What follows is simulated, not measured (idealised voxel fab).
Name of the process module below: voxel self aligned contacts
cross-section cut | 295 nm wide | cells 5 nm
Cross-sections here: square-cell grids, written as top-down lists of bands, a band being one or more rows of cells. First you get the band's top height and its bottom height, in nm, and then the materials it's made of, left to right, with each width in nm. If you see a single material with "edge to edge", that one covers the band edge to edge. "empty" is empty space. Heights are expressed relative to 0, this being the level below which the as-received wafer comprises one material exclusively. The lowest band is unbounded in the downward direction and is denoted as in "0 and below". Quick explanation for "30->40": the width changes in equal steps down the rows of cells, from the first number in the band's top row to the second number in its bottom row. It should be understood that the words "remains unaltered", when stated for a given step, signify that the cross-section underwent no change in any of its cells during that step. "closed voids": empty spaces of 8 cells or more with no open way to the top, each given as width x height at distance, distance from the left edge, all in nm. Where a step's line continues beyond its settings, the continuation is a remark by the simulator itself on that step. "overlay nm" answers the question of how far to the right of plan the mask lay on a step that has a mask, and when it is negative the answer is to the left.
These are the steps we planned for the process:
1,RECEIVE with material Si
2,CONFORMAL_DEP with material SiO2, thk nm 5
3,DIRECTIONAL_DEP with material polySi, thk nm 30
4,DIRECTIONAL_DEP with material SiN, thk nm 25
5,MASKED_ETCH with tone cover, mask id GATE, width nm 30, pitch nm 75, etch materials SiN, depth nm 25, overlay nm 0
6,MASKED_ETCH with tone cover, mask id GATE, width nm 30, pitch nm 75, etch materials polySi, depth nm 30, overlay nm 0
7,CONFORMAL_DEP with material SiN, thk nm 10
8,DIRECTIONAL_ETCH with etch materials SiN, depth nm 10
9,FILL_DEP with material SiO2, thk nm 15
10,CMP with height nm 65
11,PATTERN with tone open, mask id CONTACT, material resist, width nm 55, pitch nm 75, thk nm 15, overlay nm 0
12,DIRECTIONAL_ETCH with etch materials SiO2, depth nm 65
13,STRIP with etch materials resist
14,CONFORMAL_DEP with material TiN, thk nm 5
15,FILL_DEP with material W, thk nm 10
16,CMP with height nm 65
17,CONFORMAL_DEP with material SiCN, thk nm 5
Shown in cross-section is the wafer as received, that is, as it stands after step 1:
- 0 and below: Si edge to edge
- closed voids: none
End-of-module cross-section. Starting structure and process plan as above; one mistake made in running it:
- 70 down to 65: SiCN edge to edge
- 65 down to 55: SiO2: 80; TiN: 5; W: 45; TiN: 5; SiO2: 20; TiN: 5; W: 45; TiN: 5; SiO2: 85
- 55 down to 50: SiO2: 80; TiN: 10; W: 35; TiN: 10; SiO2: 20; TiN: 10; W: 35; TiN: 10; SiO2: 85
- 50 down to 35: SiO2: 55; SiN: 30; TiN: 5; W: 35; TiN: 5; SiN: 30; TiN: 5; W: 35; TiN: 5; SiN: 30; SiO2: 60
- 35 down to 5: SiO2: 55; polySi: 30; TiN: 5; W: 35; TiN: 5; polySi: 30; TiN: 5; W: 35; TiN: 5; polySi: 30; SiO2: 60
- 5 down to 0: SiO2: 85; TiN: 45; SiO2: 30; TiN: 45; SiO2: 90
- 0 and below: Si edge to edge
- closed voids: none
What went wrong in running the wafer? plan step 7 never ran because it was skipped
